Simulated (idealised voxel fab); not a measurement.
process module | voxel quadruple lines
cross-section cut | 190 nm wide | cells 5 nm
A cross-section is a grid of square cells, given in bands from the top down. A band is one or more rows of cells.
Each band's line starts with the height of the band's top and of its bottom, in nm. Then come its materials from left to right, each with its width in nm. One material with "throughout" fills the band from edge to edge. "air" is empty space.
Height 0 is the level under which the wafer as received is all one material. The lowest band goes on downwards, as in "0 down".
A width such as "30 to 40" changes by the same amount from each row of cells to the next, from the band's top row to its bottom row.
"no change" after a step means that no cell of the cross-section changed.
closed voids: empty space of 8 cells or more with no open way to the top, each as width x height at its distance from the left edge, in nm
after a step's settings: what the simulator itself notes on the step
overlay nm, on a step with a mask: how far to the right of its planned place the mask lay; to the left if negative
Each pair below shows a cross-section before one step and the cross-section after it, down to the lowest band that changed. The line under each pair gives the step between them, with its settings. The pairs can come from different runs of this module on the same starting wafer, so a pair continues from the pair above only where its "before" says so.
before
  0 down: Si throughout
  closed voids: none
after
  10 to 0: SiO2 throughout
  below 0: unchanged
  closed voids: none
the step between: op CONFORMAL_DEP | material SiO2 | thk nm 10
before: the cross-section after the pair above
after
  20 to 10: TiN throughout
  below 10: unchanged
  closed voids: none
the step between: op DIRECTIONAL_DEP | material TiN | thk nm 10
before: the cross-section after the pair above
after
  40 to 20: polySi throughout
  below 20: unchanged
  closed voids: none
the step between: op DIRECTIONAL_DEP | material polySi | thk nm 20
before: the cross-section after the pair above
after
  65 to 40: aC throughout
  below 40: unchanged
  closed voids: none
the step between: op DIRECTIONAL_DEP | material aC | thk nm 25
before: the cross-section after the pair above
after
  100 to 65: air 85 | resist 20 | air 85
  below 65: unchanged
  closed voids: none
the step between: op PATTERN | tone cover | mask id MANDREL | material resist | width nm 20 | thk nm 35 | overlay nm 0
before: the cross-section after the pair above
after
  75 to 65: air 85 | resist 20 | air 85
  65 to 40: air 85 | aC 20 | air 85
  below 40: unchanged
  closed voids: none
the step between: op DIRECTIONAL_ETCH | etch materials aC | depth nm 25
before: the cross-section after the pair above
after
  65 to 40: air 85 | aC 20 | air 85
  below 40: unchanged
  closed voids: none
the step between: op STRIP | etch materials resist
before: the cross-section after the pair above
after
  75 to 65: air 75 | SiO2 40 | air 75
  65 to 50: air 75 | SiO2 10 | aC 20 | SiO2 10 | air 75
  50 to 40: SiO2 85 | aC 20 | SiO2 85
  below 40: unchanged
  closed voids: none
the step between: op CONFORMAL_DEP | material SiO2 | thk nm 10
before: the cross-section after the pair above
after
  65 to 40: air 75 | SiO2 10 | aC 20 | SiO2 10 | air 75
  below 40: unchanged
  closed voids: none
the step between: op DIRECTIONAL_ETCH | etch materials SiO2 | depth nm 10
before: the cross-section after the pair above
after
  65 to 40: air 75 | SiO2 10 | air 20 | SiO2 10 | air 75
  below 40: unchanged
  closed voids: none
the step between: op STRIP | etch materials aC
before: the cross-section after the pair above
after
  65 to 40: air 75 | SiO2 10 | air 20 | SiO2 10 | air 75
  40 to 20: air 75 | polySi 10 | air 20 | polySi 10 | air 75
  below 20: unchanged
  closed voids: none
the step between: op DIRECTIONAL_ETCH | etch materials polySi | depth nm 20
before: the cross-section after the pair above
after
  40 to 20: air 75 | polySi 10 | air 20 | polySi 10 | air 75
  below 20: unchanged
  closed voids: none
the step between: op STRIP | etch materials SiO2
before: the cross-section after the pair above
after
  45 to 40: air 70 | SiN 20 | air 10 | SiN 20 | air 70
  40 to 25: air 70 | SiN 5 | polySi 10 | SiN 5 | air 10 | SiN 5 | polySi 10 | SiN 5 | air 70
  25 to 20: SiN 75 | polySi 10 | SiN 20 | polySi 10 | SiN 75
  below 20: unchanged
  closed voids: none
the step between: op CONFORMAL_DEP | material SiN | thk nm 5
before: the cross-section after the pair above
after
  40 to 20: air 70 | SiN 5 | polySi 10 | SiN 5 | air 10 | SiN 5 | polySi 10 | SiN 5 | air 70
  below 20: unchanged
  closed voids: none
the step between: op DIRECTIONAL_ETCH | etch materials SiN | depth nm 5
before: the cross-section after the pair above
after
  40 to 20: air 70 | SiN 5 | air 10 | SiN 5 | air 10 | SiN 5 | air 10 | SiN 5 | air 70
  below 20: unchanged
  closed voids: none
the step between: op STRIP | etch materials polySi
before: the cross-section after the pair above
after
  40 to 20: air 70 | SiN 5 | air 10 | SiN 5 | air 10 | SiN 5 | air 10 | SiN 5 | air 70
  20 to 10: air 70 | TiN 5 | air 10 | TiN 5 | air 10 | TiN 5 | air 10 | TiN 5 | air 70
  below 10: unchanged
  closed voids: none
the step between: op DIRECTIONAL_ETCH | etch materials TiN | depth nm 10
before: the cross-section after the pair above
after
  20 to 10: air 70 | TiN 5 | air 10 | TiN 5 | air 10 | TiN 5 | air 10 | TiN 5 | air 70
  below 10: unchanged
  closed voids: none
the step between: op STRIP | etch materials SiN
before: the cross-section after the pair above
after
  30 to 20: SiO2 throughout
  20 to 10: SiO2 70 | TiN 5 | SiO2 10 | TiN 5 | SiO2 10 | TiN 5 | SiO2 10 | TiN 5 | SiO2 70
  below 10: unchanged
  closed voids: none
the step between: op FILL_DEP | material SiO2 | thk nm 10
before: the cross-section after the pair above
after
  20 to 10: SiO2 70 | TiN 5 | SiO2 10 | TiN 5 | SiO2 10 | TiN 5 | SiO2 10 | TiN 5 | SiO2 70
  below 10: unchanged
  closed voids: none
the step between: op CMP | height nm 20
before
  0 down: Si throughout
  closed voids: none
after
  10 to 0: TiN throughout
  below 0: unchanged
  closed voids: none
the step between: op DIRECTIONAL_DEP | material TiN | thk nm 10
before: the cross-section after the pair above
after
  30 to 10: polySi throughout
  below 10: unchanged
  closed voids: none
the step between: op DIRECTIONAL_DEP | material polySi | thk nm 20
before: the cross-section after the pair above
after
  55 to 30: aC throughout
  below 30: unchanged
  closed voids: none
the step between: op DIRECTIONAL_DEP | material aC | thk nm 25
before: the cross-section after the pair above
after
  90 to 55: air 85 | resist 20 | air 85
  below 55: unchanged
  closed voids: none
the step between: op PATTERN | tone cover | mask id MANDREL | material resist | width nm 20 | thk nm 35 | overlay nm 0
before: the cross-section after the pair above
after
  65 to 55: air 85 | resist 20 | air 85
  55 to 30: air 85 | aC 20 | air 85
  below 30: unchanged
  closed voids: none
the step between: op DIRECTIONAL_ETCH | etch materials aC | depth nm 25
before: the cross-section after the pair above
after
  55 to 30: air 85 | aC 20 | air 85
  below 30: unchanged
  closed voids: none
the step between: op STRIP | etch materials resist
before: the cross-section after the pair above
after
  65 to 55: air 75 | SiO2 40 | air 75
  55 to 40: air 75 | SiO2 10 | aC 20 | SiO2 10 | air 75
  40 to 30: SiO2 85 | aC 20 | SiO2 85
  below 30: unchanged
  closed voids: none
the step between: op CONFORMAL_DEP | material SiO2 | thk nm 10
before: the cross-section after the pair above
after
  55 to 30: air 75 | SiO2 10 | aC 20 | SiO2 10 | air 75
  below 30: unchanged
  closed voids: none
the step between: op DIRECTIONAL_ETCH | etch materials SiO2 | depth nm 10
before: the cross-section after the pair above
after
  55 to 30: air 75 | SiO2 10 | air 20 | SiO2 10 | air 75
  below 30: unchanged
  closed voids: none
the step between: op STRIP | etch materials aC
before: the cross-section after the pair above
after
  55 to 30: air 75 | SiO2 10 | air 20 | SiO2 10 | air 75
  30 to 10: air 75 | polySi 10 | air 20 | polySi 10 | air 75
  below 10: unchanged
  closed voids: none
the step between: op DIRECTIONAL_ETCH | etch materials polySi | depth nm 20
before: the cross-section after the pair above
after
  30 to 10: air 75 | polySi 10 | air 20 | polySi 10 | air 75
  below 10: unchanged
  closed voids: none
the step between: op STRIP | etch materials SiO2
before: the cross-section after the pair above
after
  35 to 30: air 70 | SiN 20 | air 10 | SiN 20 | air 70
  30 to 15: air 70 | SiN 5 | polySi 10 | SiN 5 | air 10 | SiN 5 | polySi 10 | SiN 5 | air 70
  15 to 10: SiN 75 | polySi 10 | SiN 20 | polySi 10 | SiN 75
  below 10: unchanged
  closed voids: none
the step between: op CONFORMAL_DEP | material SiN | thk nm 5
before: the cross-section after the pair above
after
  30 to 10: air 70 | SiN 5 | polySi 10 | SiN 5 | air 10 | SiN 5 | polySi 10 | SiN 5 | air 70
  below 10: unchanged
  closed voids: none
the step between: op DIRECTIONAL_ETCH | etch materials SiN | depth nm 5
before: the cross-section after the pair above
after
  30 to 10: air 70 | SiN 5 | air 10 | SiN 5 | air 10 | SiN 5 | air 10 | SiN 5 | air 70
  below 10: unchanged
  closed voids: none
the step between: op STRIP | etch materials polySi
before: the cross-section after the pair above
after
  30 to 10: air 70 | SiN 5 | air 10 | SiN 5 | air 10 | SiN 5 | air 10 | SiN 5 | air 70
  10 to 0: air 70 | TiN 5 | air 10 | TiN 5 | air 10 | TiN 5 | air 10 | TiN 5 | air 70
  below 0: unchanged
  closed voids: none
the step between: op DIRECTIONAL_ETCH | etch materials TiN | depth nm 10
before: the cross-section after the pair above
after
  10 to 0: air 70 | TiN 5 | air 10 | TiN 5 | air 10 | TiN 5 | air 10 | TiN 5 | air 70
  below 0: unchanged
  closed voids: none
the step between: op STRIP | etch materials SiN
before: the cross-section after the pair above
after
  20 to 10: SiO2 throughout
  10 to 0: SiO2 70 | TiN 5 | SiO2 10 | TiN 5 | SiO2 10 | TiN 5 | SiO2 10 | TiN 5 | SiO2 70
  below 0: unchanged
  closed voids: none
the step between: op FILL_DEP | material SiO2 | thk nm 10
before
  10 to 0: SiO2 throughout
  0 down: Si throughout
  closed voids: none
after
  30 to 10: polySi throughout
  below 10: unchanged
  closed voids: none
the step between: op DIRECTIONAL_DEP | material polySi | thk nm 20
before: the cross-section after the pair above
after
  40 to 30: TiN throughout
  below 30: unchanged
  closed voids: none
the step between: op DIRECTIONAL_DEP | material TiN | thk nm 10
before: the cross-section after the pair above
after
  65 to 40: aC throughout
  below 40: unchanged
  closed voids: none
the step between: op DIRECTIONAL_DEP | material aC | thk nm 25
before: the cross-section after the pair above
after
  100 to 65: air 85 | resist 20 | air 85
  below 65: unchanged
  closed voids: none
the step between: op PATTERN | tone cover | mask id MANDREL | material resist | width nm 20 | thk nm 35 | overlay nm 0
before: the cross-section after the pair above
after
  75 to 65: air 85 | resist 20 | air 85
  65 to 40: air 85 | aC 20 | air 85
  below 40: unchanged
  closed voids: none
the step between: op DIRECTIONAL_ETCH | etch materials aC | depth nm 25
before: the cross-section after the pair above
after
  65 to 40: air 85 | aC 20 | air 85
  below 40: unchanged
  closed voids: none
the step between: op STRIP | etch materials resist
before: the cross-section after the pair above
after
  75 to 65: air 75 | SiO2 40 | air 75
  65 to 50: air 75 | SiO2 10 | aC 20 | SiO2 10 | air 75
  50 to 40: SiO2 85 | aC 20 | SiO2 85
  below 40: unchanged
  closed voids: none
the step between: op CONFORMAL_DEP | material SiO2 | thk nm 10
before: the cross-section after the pair above
after
  65 to 40: air 75 | SiO2 10 | aC 20 | SiO2 10 | air 75
  below 40: unchanged
  closed voids: none
the step between: op DIRECTIONAL_ETCH | etch materials SiO2 | depth nm 10
before: the cross-section after the pair above
after
  65 to 40: air 75 | SiO2 10 | air 20 | SiO2 10 | air 75
  below 40: unchanged
  closed voids: none
the step between: op STRIP | etch materials aC
before: the cross-section after the pair above
after
  40 to 30: TiN throughout
  below 30: unchanged
  closed voids: none
the step between: op STRIP | etch materials SiO2
before: the cross-section after the pair above
after
  45 to 40: SiN throughout
  below 40: unchanged
  closed voids: none
the step between: op CONFORMAL_DEP | material SiN | thk nm 5
before: the cross-section after the pair above
after
  40 to 30: TiN throughout
  below 30: unchanged
  closed voids: none
the step between: op DIRECTIONAL_ETCH | etch materials SiN | depth nm 5
before: the cross-section after the pair above
after
  30 to 10: polySi throughout
  below 10: unchanged
  closed voids: none
the step between: op DIRECTIONAL_ETCH | etch materials TiN | depth nm 10
before: the cross-section after the pair above
after
  40 to 30: SiO2 throughout
  below 30: unchanged
  closed voids: none
the step between: op FILL_DEP | material SiO2 | thk nm 10
before: the cross-section after the pair above
after
  20 to 10: polySi throughout
  below 10: unchanged
  closed voids: none
the step between: op CMP | height nm 20
before
  10 to 0: SiO2 throughout
  0 down: Si throughout
  closed voids: none
after
  15 to 10: TiN throughout
  below 10: unchanged
  closed voids: none
the step between: op DIRECTIONAL_DEP | material TiN | thk nm 5
before: the cross-section after the pair above
after
  35 to 15: polySi throughout
  below 15: unchanged
  closed voids: none
the step between: op DIRECTIONAL_DEP | material polySi | thk nm 20
before: the cross-section after the pair above
after
  60 to 35: aC throughout
  below 35: unchanged
  closed voids: none
the step between: op DIRECTIONAL_DEP | material aC | thk nm 25
before: the cross-section after the pair above
after
  95 to 60: air 85 | resist 20 | air 85
  below 60: unchanged
  closed voids: none
the step between: op PATTERN | tone cover | mask id MANDREL | material resist | width nm 20 | thk nm 35 | overlay nm 0
before: the cross-section after the pair above
after
  70 to 60: air 85 | resist 20 | air 85
  60 to 35: air 85 | aC 20 | air 85
  below 35: unchanged
  closed voids: none
the step between: op DIRECTIONAL_ETCH | etch materials aC | depth nm 25
before: the cross-section after the pair above
after
  60 to 35: air 85 | aC 20 | air 85
  below 35: unchanged
  closed voids: none
the step between: op STRIP | etch materials resist
before: the cross-section after the pair above
after
  70 to 60: air 75 | SiO2 40 | air 75
  60 to 45: air 75 | SiO2 10 | aC 20 | SiO2 10 | air 75
  45 to 35: SiO2 85 | aC 20 | SiO2 85
  below 35: unchanged
  closed voids: none
the step between: op CONFORMAL_DEP | material SiO2 | thk nm 10
before: the cross-section after the pair above
after
  60 to 35: air 75 | SiO2 10 | aC 20 | SiO2 10 | air 75
  below 35: unchanged
  closed voids: none
the step between: op DIRECTIONAL_ETCH | etch materials SiO2 | depth nm 10
before: the cross-section after the pair above
after
  60 to 35: air 75 | SiO2 10 | air 20 | SiO2 10 | air 75
  below 35: unchanged
  closed voids: none
the step between: op STRIP | etch materials aC
before: the cross-section after the pair above
after
  60 to 35: air 75 | SiO2 10 | air 20 | SiO2 10 | air 75
  35 to 15: air 75 | polySi 10 | air 20 | polySi 10 | air 75
  below 15: unchanged
  closed voids: none
the step between: op DIRECTIONAL_ETCH | etch materials polySi | depth nm 20
before: the cross-section after the pair above
after
  35 to 15: air 75 | polySi 10 | air 20 | polySi 10 | air 75
  below 15: unchanged
  closed voids: none
the step between: op STRIP | etch materials SiO2
before: the cross-section after the pair above
after
  40 to 35: air 70 | SiN 20 | air 10 | SiN 20 | air 70
  35 to 20: air 70 | SiN 5 | polySi 10 | SiN 5 | air 10 | SiN 5 | polySi 10 | SiN 5 | air 70
  20 to 15: SiN 75 | polySi 10 | SiN 20 | polySi 10 | SiN 75
  below 15: unchanged
  closed voids: none
the step between: op CONFORMAL_DEP | material SiN | thk nm 5
before: the cross-section after the pair above
after
  35 to 15: air 70 | SiN 5 | polySi 10 | SiN 5 | air 10 | SiN 5 | polySi 10 | SiN 5 | air 70
  below 15: unchanged
  closed voids: none
the step between: op DIRECTIONAL_ETCH | etch materials SiN | depth nm 5
before: the cross-section after the pair above
after
  35 to 15: air 70 | SiN 5 | air 10 | SiN 5 | air 10 | SiN 5 | air 10 | SiN 5 | air 70
  below 15: unchanged
  closed voids: none
the step between: op STRIP | etch materials polySi
before: the cross-section after the pair above
after
  35 to 15: air 70 | SiN 5 | air 10 | SiN 5 | air 10 | SiN 5 | air 10 | SiN 5 | air 70
  15 to 10: air 70 | TiN 5 | air 10 | TiN 5 | air 10 | TiN 5 | air 10 | TiN 5 | air 70
  below 10: unchanged
  closed voids: none
the step between: op DIRECTIONAL_ETCH | etch materials TiN | depth nm 10
before: the cross-section after the pair above
after
  15 to 10: air 70 | TiN 5 | air 10 | TiN 5 | air 10 | TiN 5 | air 10 | TiN 5 | air 70
  below 10: unchanged
  closed voids: none
the step between: op STRIP | etch materials SiN
before: the cross-section after the pair above
after
  25 to 15: SiO2 throughout
  15 to 10: SiO2 70 | TiN 5 | SiO2 10 | TiN 5 | SiO2 10 | TiN 5 | SiO2 10 | TiN 5 | SiO2 70
  below 10: unchanged
  closed voids: none
the step between: op FILL_DEP | material SiO2 | thk nm 10
before: the cross-section after the pair above
after
  20 to 15: SiO2 throughout
  below 15: unchanged
  closed voids: none
the step between: op CMP | height nm 20
before
  65 to 40: aC throughout
  40 to 20: polySi throughout
  20 to 10: TiN throughout
  10 to 0: SiO2 throughout
  0 down: Si throughout
  closed voids: none
after
  100 to 65: air 80 | resist 30 | air 80
  below 65: unchanged
  closed voids: none
the step between: op PATTERN | tone cover | mask id MANDREL | material resist | width nm 30 | thk nm 35 | overlay nm 0
before: the cross-section after the pair above
after
  75 to 65: air 80 | resist 30 | air 80
  65 to 40: air 80 | aC 30 | air 80
  below 40: unchanged
  closed voids: none
the step between: op DIRECTIONAL_ETCH | etch materials aC | depth nm 25
before: the cross-section after the pair above
after
  65 to 40: air 80 | aC 30 | air 80
  below 40: unchanged
  closed voids: none
the step between: op STRIP | etch materials resist
before: the cross-section after the pair above
after
  75 to 65: air 70 | SiO2 50 | air 70
  65 to 50: air 70 | SiO2 10 | aC 30 | SiO2 10 | air 70
  50 to 40: SiO2 80 | aC 30 | SiO2 80
  below 40: unchanged
  closed voids: none
the step between: op CONFORMAL_DEP | material SiO2 | thk nm 10
before: the cross-section after the pair above
after
  65 to 40: air 70 | SiO2 10 | aC 30 | SiO2 10 | air 70
  below 40: unchanged
  closed voids: none
the step between: op DIRECTIONAL_ETCH | etch materials SiO2 | depth nm 10
before: the cross-section after the pair above
after
  65 to 40: air 70 | SiO2 10 | air 30 | SiO2 10 | air 70
  below 40: unchanged
  closed voids: none
the step between: op STRIP | etch materials aC
before: the cross-section after the pair above
after
  65 to 40: air 70 | SiO2 10 | air 30 | SiO2 10 | air 70
  40 to 20: air 70 | polySi 10 | air 30 | polySi 10 | air 70
  below 20: unchanged
  closed voids: none
the step between: op DIRECTIONAL_ETCH | etch materials polySi | depth nm 20
before: the cross-section after the pair above
after
  40 to 20: air 70 | polySi 10 | air 30 | polySi 10 | air 70
  below 20: unchanged
  closed voids: none
the step between: op STRIP | etch materials SiO2
before: the cross-section after the pair above
after
  45 to 40: air 65 | SiN 20 | air 20 | SiN 20 | air 65
  40 to 25: air 65 | SiN 5 | polySi 10 | SiN 5 | air 20 | SiN 5 | polySi 10 | SiN 5 | air 65
  25 to 20: SiN 70 | polySi 10 | SiN 30 | polySi 10 | SiN 70
  below 20: unchanged
  closed voids: none
the step between: op CONFORMAL_DEP | material SiN | thk nm 5
before: the cross-section after the pair above
after
  40 to 20: air 65 | SiN 5 | polySi 10 | SiN 5 | air 20 | SiN 5 | polySi 10 | SiN 5 | air 65
  below 20: unchanged
  closed voids: none
the step between: op DIRECTIONAL_ETCH | etch materials SiN | depth nm 5
before: the cross-section after the pair above
after
  40 to 20: air 65 | SiN 5 | air 10 | SiN 5 | air 20 | SiN 5 | air 10 | SiN 5 | air 65
  below 20: unchanged
  closed voids: none
the step between: op STRIP | etch materials polySi
before: the cross-section after the pair above
after
  40 to 20: air 65 | SiN 5 | air 10 | SiN 5 | air 20 | SiN 5 | air 10 | SiN 5 | air 65
  20 to 10: air 65 | TiN 5 | air 10 | TiN 5 | air 20 | TiN 5 | air 10 | TiN 5 | air 65
  below 10: unchanged
  closed voids: none
the step between: op DIRECTIONAL_ETCH | etch materials TiN | depth nm 10
before: the cross-section after the pair above
after
  20 to 10: air 65 | TiN 5 | air 10 | TiN 5 | air 20 | TiN 5 | air 10 | TiN 5 | air 65
  below 10: unchanged
  closed voids: none
the step between: op STRIP | etch materials SiN
before: the cross-section after the pair above
after
  30 to 20: SiO2 throughout
  20 to 10: SiO2 65 | TiN 5 | SiO2 10 | TiN 5 | SiO2 20 | TiN 5 | SiO2 10 | TiN 5 | SiO2 65
  below 10: unchanged
  closed voids: none
the step between: op FILL_DEP | material SiO2 | thk nm 10
before: the cross-section after the pair above
after
  20 to 10: SiO2 65 | TiN 5 | SiO2 10 | TiN 5 | SiO2 20 | TiN 5 | SiO2 10 | TiN 5 | SiO2 65
  below 10: unchanged
  closed voids: none
the step between: op CMP | height nm 20
before
  65 to 40: aC throughout
  40 to 20: polySi throughout
  20 to 10: TiN throughout
  10 to 0: SiO2 throughout
  0 down: Si throughout
  closed voids: none
after
  100 to 65: air 75 | resist 20 | air 95
  below 65: unchanged
  closed voids: none
the step between: op PATTERN | tone cover | mask id MANDREL | material resist | width nm 20 | thk nm 35 | overlay nm -10
before: the cross-section after the pair above
after
  75 to 65: air 75 | resist 20 | air 95
  65 to 40: air 75 | aC 20 | air 95
  below 40: unchanged
  closed voids: none
the step between: op DIRECTIONAL_ETCH | etch materials aC | depth nm 25
before: the cross-section after the pair above
after
  65 to 40: air 75 | aC 20 | air 95
  below 40: unchanged
  closed voids: none
the step between: op STRIP | etch materials resist
before: the cross-section after the pair above
after
  75 to 65: air 65 | SiO2 40 | air 85
  65 to 50: air 65 | SiO2 10 | aC 20 | SiO2 10 | air 85
  50 to 40: SiO2 75 | aC 20 | SiO2 95
  below 40: unchanged
  closed voids: none
the step between: op CONFORMAL_DEP | material SiO2 | thk nm 10
before: the cross-section after the pair above
after
  65 to 40: air 65 | SiO2 10 | aC 20 | SiO2 10 | air 85
  below 40: unchanged
  closed voids: none
the step between: op DIRECTIONAL_ETCH | etch materials SiO2 | depth nm 10
before: the cross-section after the pair above
after
  65 to 40: air 65 | SiO2 10 | air 20 | SiO2 10 | air 85
  below 40: unchanged
  closed voids: none
the step between: op STRIP | etch materials aC
before: the cross-section after the pair above
after
  65 to 40: air 65 | SiO2 10 | air 20 | SiO2 10 | air 85
  40 to 20: air 65 | polySi 10 | air 20 | polySi 10 | air 85
  below 20: unchanged
  closed voids: none
the step between: op DIRECTIONAL_ETCH | etch materials polySi | depth nm 20
before: the cross-section after the pair above
after
  40 to 20: air 65 | polySi 10 | air 20 | polySi 10 | air 85
  below 20: unchanged
  closed voids: none
the step between: op STRIP | etch materials SiO2
before: the cross-section after the pair above
after
  45 to 40: air 60 | SiN 20 | air 10 | SiN 20 | air 80
  40 to 25: air 60 | SiN 5 | polySi 10 | SiN 5 | air 10 | SiN 5 | polySi 10 | SiN 5 | air 80
  25 to 20: SiN 65 | polySi 10 | SiN 20 | polySi 10 | SiN 85
  below 20: unchanged
  closed voids: none
the step between: op CONFORMAL_DEP | material SiN | thk nm 5
before: the cross-section after the pair above
after
  40 to 20: air 60 | SiN 5 | polySi 10 | SiN 5 | air 10 | SiN 5 | polySi 10 | SiN 5 | air 80
  below 20: unchanged
  closed voids: none
the step between: op DIRECTIONAL_ETCH | etch materials SiN | depth nm 5
before: the cross-section after the pair above
after
  40 to 20: air 60 | SiN 5 | air 10 | SiN 5 | air 10 | SiN 5 | air 10 | SiN 5 | air 80
  below 20: unchanged
  closed voids: none
the step between: op STRIP | etch materials polySi
before: the cross-section after the pair above
after
  40 to 20: air 60 | SiN 5 | air 10 | SiN 5 | air 10 | SiN 5 | air 10 | SiN 5 | air 80
  20 to 10: air 60 | TiN 5 | air 10 | TiN 5 | air 10 | TiN 5 | air 10 | TiN 5 | air 80
  below 10: unchanged
  closed voids: none
the step between: op DIRECTIONAL_ETCH | etch materials TiN | depth nm 10
before: the cross-section after the pair above
after
  20 to 10: air 60 | TiN 5 | air 10 | TiN 5 | air 10 | TiN 5 | air 10 | TiN 5 | air 80
  below 10: unchanged
  closed voids: none
the step between: op STRIP | etch materials SiN
before: the cross-section after the pair above
after
  30 to 20: SiO2 throughout
  20 to 10: SiO2 60 | TiN 5 | SiO2 10 | TiN 5 | SiO2 10 | TiN 5 | SiO2 10 | TiN 5 | SiO2 80
  below 10: unchanged
  closed voids: none
the step between: op FILL_DEP | material SiO2 | thk nm 10
before: the cross-section after the pair above
after
  20 to 10: SiO2 60 | TiN 5 | SiO2 10 | TiN 5 | SiO2 10 | TiN 5 | SiO2 10 | TiN 5 | SiO2 80
  below 10: unchanged
  closed voids: none
the step between: op CMP | height nm 20
before
  20 to 10: air 70 | TiN 5 | air 10 | TiN 5 | air 10 | TiN 5 | air 10 | TiN 5 | air 70
  10 to 0: SiO2 throughout
  0 down: Si throughout
  closed voids: none
after
  30 to 20: aC throughout
  20 to 10: aC 70 | TiN 5 | aC 10 | TiN 5 | aC 10 | TiN 5 | aC 10 | TiN 5 | aC 70
  below 10: unchanged
  closed voids: none
the step between: op FILL_DEP | material aC | thk nm 10
before: the cross-section after the pair above
after
  20 to 10: aC 70 | TiN 5 | aC 10 | TiN 5 | aC 10 | TiN 5 | aC 10 | TiN 5 | aC 70
  below 10: unchanged
  closed voids: none
the step between: op CMP | height nm 20
before
  65 to 40: aC throughout
  40 to 20: polySi throughout
  20 to 10: TiN throughout
  10 to 0: SiO2 throughout
  0 down: Si throughout
  closed voids: none
after
  100 to 65: resist 85 | air 20 | resist 85
  below 65: unchanged
  closed voids: none
the step between: op PATTERN | tone open | mask id MANDREL | material resist | width nm 20 | thk nm 35 | overlay nm 0
before: the cross-section after the pair above
after
  75 to 65: resist 85 | air 20 | resist 85
  65 to 40: aC 85 | air 20 | aC 85
  below 40: unchanged
  closed voids: none
the step between: op DIRECTIONAL_ETCH | etch materials aC | depth nm 25
before: the cross-section after the pair above
after
  65 to 40: aC 85 | air 20 | aC 85
  below 40: unchanged
  closed voids: none
the step between: op STRIP | etch materials resist
before: the cross-section after the pair above
after
  75 to 65: SiO2 throughout
  65 to 40: aC 85 | SiO2 20 | aC 85
  below 40: unchanged
  closed voids: none
the step between: op CONFORMAL_DEP | material SiO2 | thk nm 10
before: the cross-section after the pair above
after
  65 to 40: aC 85 | SiO2 20 | aC 85
  below 40: unchanged
  closed voids: none
the step between: op DIRECTIONAL_ETCH | etch materials SiO2 | depth nm 10
before: the cross-section after the pair above
after
  65 to 40: air 85 | SiO2 20 | air 85
  below 40: unchanged
  closed voids: none
the step between: op STRIP | etch materials aC
before: the cross-section after the pair above
after
  65 to 40: air 85 | SiO2 20 | air 85
  40 to 20: air 85 | polySi 20 | air 85
  below 20: unchanged
  closed voids: none
the step between: op DIRECTIONAL_ETCH | etch materials polySi | depth nm 20
before: the cross-section after the pair above
after
  40 to 20: air 85 | polySi 20 | air 85
  below 20: unchanged
  closed voids: none
the step between: op STRIP | etch materials SiO2
before: the cross-section after the pair above
after
  45 to 40: air 80 | SiN 30 | air 80
  40 to 25: air 80 | SiN 5 | polySi 20 | SiN 5 | air 80
  25 to 20: SiN 85 | polySi 20 | SiN 85
  below 20: unchanged
  closed voids: none
the step between: op CONFORMAL_DEP | material SiN | thk nm 5
before: the cross-section after the pair above
after
  40 to 20: air 80 | SiN 5 | polySi 20 | SiN 5 | air 80
  below 20: unchanged
  closed voids: none
the step between: op DIRECTIONAL_ETCH | etch materials SiN | depth nm 5
before: the cross-section after the pair above
after
  40 to 20: air 80 | SiN 5 | air 20 | SiN 5 | air 80
  below 20: unchanged
  closed voids: none
the step between: op STRIP | etch materials polySi
before: the cross-section after the pair above
after
  40 to 20: air 80 | SiN 5 | air 20 | SiN 5 | air 80
  20 to 10: air 80 | TiN 5 | air 20 | TiN 5 | air 80
  below 10: unchanged
  closed voids: none
the step between: op DIRECTIONAL_ETCH | etch materials TiN | depth nm 10
before: the cross-section after the pair above
after
  20 to 10: air 80 | TiN 5 | air 20 | TiN 5 | air 80
  below 10: unchanged
  closed voids: none
the step between: op STRIP | etch materials SiN
before: the cross-section after the pair above
after
  30 to 20: SiO2 throughout
  20 to 10: SiO2 80 | TiN 5 | SiO2 20 | TiN 5 | SiO2 80
  below 10: unchanged
  closed voids: none
the step between: op FILL_DEP | material SiO2 | thk nm 10
before: the cross-section after the pair above
after
  20 to 10: SiO2 80 | TiN 5 | SiO2 20 | TiN 5 | SiO2 80
  below 10: unchanged
  closed voids: none
the step between: op CMP | height nm 20
